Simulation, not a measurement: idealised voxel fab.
The document below concerns the process module designated voxel local oxidation.
FYI the section here is cut, 240 nm wide, cells are 5 nm squares.
Reading order for cross-sections: top band down to bottom band. Underlying form: a grid of square cells. Band size: one or more rows of cells. The entry gives the band's vertical extent as a top height and a bottom height in nm, then its horizontal make-up as materials from left to right, each with a width in nm. "air" stands for empty space; a single material marked "everywhere" fills the band edge to edge. Basically, 0 is our baseline, since under it the wafer straight out of the box is all one material. The bottom band has no lower end and keeps on going down, so it looks like "0 down". Read "30 to 40" as a graded width: first number on top, second number at the bottom, same change between each pair of neighbouring rows. When a step is marked "remained the same", none of the cells in the cross-section changed during that step. Any empty space of 8 cells or more lacking an open way to the top shows up in "Enclosed void catalog" as width x height at distance, distance from the left edge, in nm. Post-settings text on a step line: simulator's own remark regarding the step. "overlay nm", when on a step's line for a step with a mask, measures how far to the right of its planned place the mask lay; a negative measure means to the left.
So here's the lineup of process steps we planned
1,RECEIVE, material Si
2,CONFORMAL_DEP, material SiO2, thk nm 5
3,CONFORMAL_DEP, material SiN, thk nm 10
4,DIRECTIONAL_DEP, material aC, thk nm 15
5,PATTERN, tone cover, mask id ACTIVE, material resist, width nm 90, thk nm 35, overlay nm 0
6,DIRECTIONAL_ETCH, etch materials aC, depth nm 15
7,STRIP, etch materials resist
8,DIRECTIONAL_ETCH, etch materials SiN, depth nm 10
9,STRIP, etch materials aC
10,SELECTIVE_ETCH, etch materials SiO2, depth nm 5
11,OXIDIZE, depth nm 15
12,STRIP, etch materials SiN
Received-state cross-section, reflecting completion of step 1
- 0 down = Si everywhere
- Enclosed void catalog: none
Here's the cross-section of the first of our two wafers at the end of the module - it ran as planned
- 5 to 0 = 80 of air | 80 of SiO2 | 80 of air
- 0 to -15 = 95 of SiO2 | 50 of Si | 95 of SiO2
- -15 down = Si everywhere
- Enclosed void catalog: none
Here is the second of the two wafers cut open at the end of the module - same start, same plan as the first one, but we made one mistake running it
- 5 to 0 = 85 of air | 80 of SiO2 | 75 of air
- 0 to -15 = 100 of SiO2 | 50 of Si | 90 of SiO2
- -15 down = Si everywhere
- Enclosed void catalog: none
What was the processing mistake? step 5 was run on a setting that differed from the plan, and what really ran there is PATTERN, tone cover, mask id ACTIVE, material resist, width nm 90, thk nm 35, overlay nm 5
at the end the second wafer has, in cells: as many of each material as the first, in other places
